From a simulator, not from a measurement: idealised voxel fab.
Title: Process Module voxel capacitor over wiring
This is section cut - it's 200 nm across, gridded in 5 nm square cells.
We lay out every cross-section as a grid of square cells and spell it out in bands from the top down, where one band means one or more rows of cells.
Look at the band entry: it leads with the top's height and the bottom's height in nm. Then it lists the materials left to right, with a width in nm for each. The word "everywhere" on a single material says that material fills the band edge to edge. The word "empty" is empty space.
Counting heights begins at 0, where everything beneath is, in the wafer as received, one material. The lowest band has no bottom; it goes on downwards, as "0 and below" shows.
Note: "30 to 40" means the width goes from the first number (top row of the band) to the second number (bottom row) in equal steps per row of cells.
A step reported as "changes: none" is a step in which no cell of the cross-section changed.
"Unvented voids" lists enclosed empty spaces (at least 8 cells, no open path upward to the top), each as width x height at distance from the left edge, in nm.
Note: text after step settings on the step line = simulator remark on that step.
overlay nm: on a step with a mask, how far right of its planned place the mask lay; negative means left.
[Process steps - plan]
1,RECEIVE,material Si
2,CONFORMAL_DEP,material SiO2,thk nm 15
3,DIRECTIONAL_DEP,material TiN,thk nm 5
4,DIRECTIONAL_DEP,material W,thk nm 20
5,PATTERN,tone cover,mask id METAL_1,material resist,width nm 20,pitch nm 80,thk nm 15,overlay nm 0
6,DIRECTIONAL_ETCH,etch materials W,depth nm 20
7,DIRECTIONAL_ETCH,etch materials TiN,depth nm 5
8,STRIP,etch materials resist
9,CONFORMAL_DEP,material SiN,thk nm 5
10,FILL_DEP,material lowk,thk nm 10
11,CMP,height nm 40
12,CONFORMAL_DEP,material SiCN,thk nm 5
13,DIRECTIONAL_DEP,material SiO2,thk nm 20
14,MASKED_ETCH,tone open,mask id PLUG_1,width nm 15,etch materials SiO2,depth nm 20,overlay nm 0
15,MASKED_ETCH,tone open,mask id PLUG_1,width nm 15,etch materials SiCN,depth nm 5,overlay nm 0
16,CONFORMAL_DEP,material TiN,thk nm 5
17,FILL_DEP,material W,thk nm 10
18,CMP,height nm 65
19,DIRECTIONAL_DEP,material TiN,thk nm 5
20,DIRECTIONAL_DEP,material Al2O3,thk nm 5
21,DIRECTIONAL_DEP,material TiN,thk nm 10
22,MASKED_ETCH,tone cover,mask id UPPER_PLATE,width nm 65,etch materials TiN,depth nm 10,overlay nm 0
23,MASKED_ETCH,tone cover,mask id UPPER_PLATE,width nm 65,etch materials Al2O3,depth nm 5,overlay nm 0
24,DIRECTIONAL_DEP,material aC,thk nm 15
25,PATTERN,tone cover,mask id LOWER_PLATE,material resist,width nm 75,thk nm 35,overlay nm 0
26,DIRECTIONAL_ETCH,etch materials aC,depth nm 15
27,STRIP,etch materials resist
28,DIRECTIONAL_ETCH,etch materials TiN,depth nm 5
29,STRIP,etch materials aC
30,FILL_DEP,material SiO2,thk nm 15
31,CMP,height nm 95
32,MASKED_ETCH,tone open,mask id PLUG_2,width nm 15,etch materials SiO2,depth nm 10,overlay nm 0
33,CONFORMAL_DEP,material TiN,thk nm 5
34,FILL_DEP,material W,thk nm 5
35,CMP,height nm 95
36,CONFORMAL_DEP,material SiN,thk nm 5
[Cross-section of the wafer at receipt, which is the condition after step 1]
0 and below = Si everywhere
Unvented voids: none
[Starting structure and process plan are as shown above, but one mistake was made in running the module; the wafer cross-section at the end of the module follows]
100 down to 95 = SiN everywhere
95 down to 90 = 65 of SiO2, 5 of TiN, 5 of W, 5 of TiN, 120 of SiO2
90 down to 85 = 65 of SiO2, 15 of TiN, 120 of SiO2
85 down to 80 = 50 of SiO2, 5 of TiN, 65 of SiO2, 5 of TiN, 75 of SiO2
80 down to 75 = 55 of TiN, 65 of SiO2, 80 of TiN
75 down to 70 = Al2O3 everywhere
70 down to 65 = TiN everywhere
65 down to 45 = 55 of SiO2, 5 of TiN, 5 of W, 5 of TiN, 130 of SiO2
45 down to 40 = 55 of SiCN, 15 of TiN, 130 of SiCN
40 down to 20 = 45 of lowk, 5 of SiN, 20 of W, 5 of SiN, 50 of lowk, 5 of SiN, 20 of W, 5 of SiN, 45 of lowk
20 down to 15 = 50 of SiN, 20 of TiN, 60 of SiN, 20 of TiN, 50 of SiN
15 down to 0 = SiO2 everywhere
0 and below = Si everywhere
Unvented voids: none
In executing the process, a mistake was made relative to the plan: contrary to plan, step 22 was performed as MASKED_ETCH,tone open,mask id UPPER_PLATE,width nm 65,etch materials TiN,depth nm 10,overlay nm 0
